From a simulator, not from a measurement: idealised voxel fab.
The process module presented herein is designated voxel released beams.
Section shown: cut. Width: 290 nm. Cell size: 5 nm, square.
Square cells in a grid make up a cross-section in this document, and the grid is given as bands, listed from the top down, each one or more rows of cells.
This entry defines a band. It first specifies the height of the band's top and the height of its bottom in nm, and then specifies the band's materials from left to right, stating each material with its width in nm. The word "full width" identifies a single material that fills the band from edge to edge, while the word "empty" identifies empty space.
Where do heights start? At 0: under that level the wafer as delivered is made of one material only. And the lowest band has no floor; it just carries on downward, as in "z 0 and below".
Top row gets the first number, bottom row gets the second, and each row in between changes by the same step: that is how a band width like "30->40" works.
Key: "nothing different" - step with no changed cell in the cross-section.
Enclosed cavities: empty space of 8 cells or more with no open way to the top, each as width x height at its distance from the left edge, in nm
The remark found on a step's line after its settings is issued by the simulator itself and pertains to that step.
overlay nm: on a step with a mask, how far right of its planned place the mask lay; negative means left.
### The following list gives the planned process steps
1) RECEIVE (material Si)
2) CONFORMAL_DEP (material Al2O3; thk nm 5)
3) DIRECTIONAL_DEP (material SiO2; thk nm 15)
4) PATTERN (tone open; mask id ANCHOR; material resist; width nm 25; thk nm 15; overlay nm 0)
5) DIRECTIONAL_ETCH (etch materials SiO2; depth nm 15)
6) STRIP (etch materials resist)
7) CONFORMAL_DEP (material polySi; thk nm 10)
8) MASKED_ETCH (tone cover; mask id BEAM; width nm 95; etch materials polySi; depth nm 10; overlay nm 0)
9) STRIP (etch materials SiO2)
### Cross-section of the wafer as it came to us, i.e., already through step 1
  z 0 and below = Si full width
  Enclosed cavities: none
### Starting wafer: above. Plan: above. Run: one mistake. Cross-section after the module: below
  z 25 to 15 = empty 95 nm | polySi 15 nm | empty 5 nm | polySi 75 nm | empty 100 nm
  z 15 to 10 = empty 100 nm | polySi 10 nm | empty 5 nm | polySi 10 nm | empty 165 nm
  z 10 to 0 = empty 100 nm | polySi 25 nm | empty 165 nm
  z 0 and below = Si full width
  Enclosed cavities: none
In executing the process, a mistake was made relative to the plan: step 2 of the plan: omitted, not performed
